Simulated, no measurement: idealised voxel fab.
process module | voxel ribs on slabs
cross-section cut | 220 nm wide | cells 5 nm
A cross-section is a grid of square cells, given in bands from the top down. A band is one or more rows of cells.
Each band's line starts with the height of the band's top and of its bottom, in nm. Then come its materials from left to right, each with its width in nm. One material with "throughout" fills the band from edge to edge. "air" is empty space.
Height 0 is the level under which the wafer as received is all one material. The lowest band goes on downwards, as in "0 down".
A width such as "30 to 40" changes by the same amount from each row of cells to the next, from the band's top row to its bottom row.
"no change" after a step means that no cell of the cross-section changed.
closed voids: empty space of 8 cells or more with no open way to the top, each as width x height at its distance from the left edge, in nm
after a step's settings: what the simulator itself notes on the step
overlay nm, on a step with a mask: how far to the right of its planned place the mask lay; to the left if negative
plan
1 op RECEIVE | material Si
2 op DIRECTIONAL_DEP | material SiO2 | thk nm 30
3 op DIRECTIONAL_DEP | material polySi | thk nm 15
4 op PATTERN | tone cover | mask id RIB | material resist | width nm 20 | thk nm 15 | overlay nm 0
5 op DIRECTIONAL_ETCH | etch materials polySi | depth nm 10
6 op STRIP | etch materials resist
7 op MASKED_ETCH | tone cover | mask id SLAB | width nm 70 | etch materials polySi | depth nm 5 | overlay nm 0
8 op FILL_DEP | material SiO2 | thk nm 15
9 op CMP | height nm 55
10 op DIRECTIONAL_DEP | material TiN | thk nm 5
11 op DIRECTIONAL_DEP | material aC | thk nm 15
12 op PATTERN | tone cover | mask id HEATER | material resist | width nm 30 | thk nm 35 | overlay nm 0
13 op DIRECTIONAL_ETCH | etch materials aC | depth nm 15
14 op STRIP | etch materials resist
15 op DIRECTIONAL_ETCH | etch materials TiN | depth nm 5
16 op STRIP | etch materials aC
17 op CONFORMAL_DEP | material SiO2 | thk nm 5
as received, after step 1
  0 down: Si throughout
  closed voids: none
first wafer at the end, as planned
  65 to 60: air 90 | SiO2 40 | air 90
  60 to 55: SiO2 95 | TiN 30 | SiO2 95
  55 to 45: SiO2 throughout
  45 to 35: SiO2 100 | polySi 20 | SiO2 100
  35 to 30: SiO2 75 | polySi 70 | SiO2 75
  30 to 0: SiO2 throughout
  0 down: Si throughout
  closed voids: none
second wafer at the end: like start, like plan, one mistake
  65 to 60: SiO2 throughout
  60 to 55: polySi throughout
  55 to 45: SiO2 throughout
  45 to 35: SiO2 100 | polySi 20 | SiO2 100
  35 to 30: SiO2 75 | polySi 70 | SiO2 75
  30 to 0: SiO2 throughout
  0 down: Si throughout
  closed voids: none
what went wrong: step 10 ran as: op DIRECTIONAL_DEP | material polySi | thk nm 5
at the end the second wafer has, in cells: 2 fewer of SiO2 | 6 fewer of TiN | 44 more of polySi
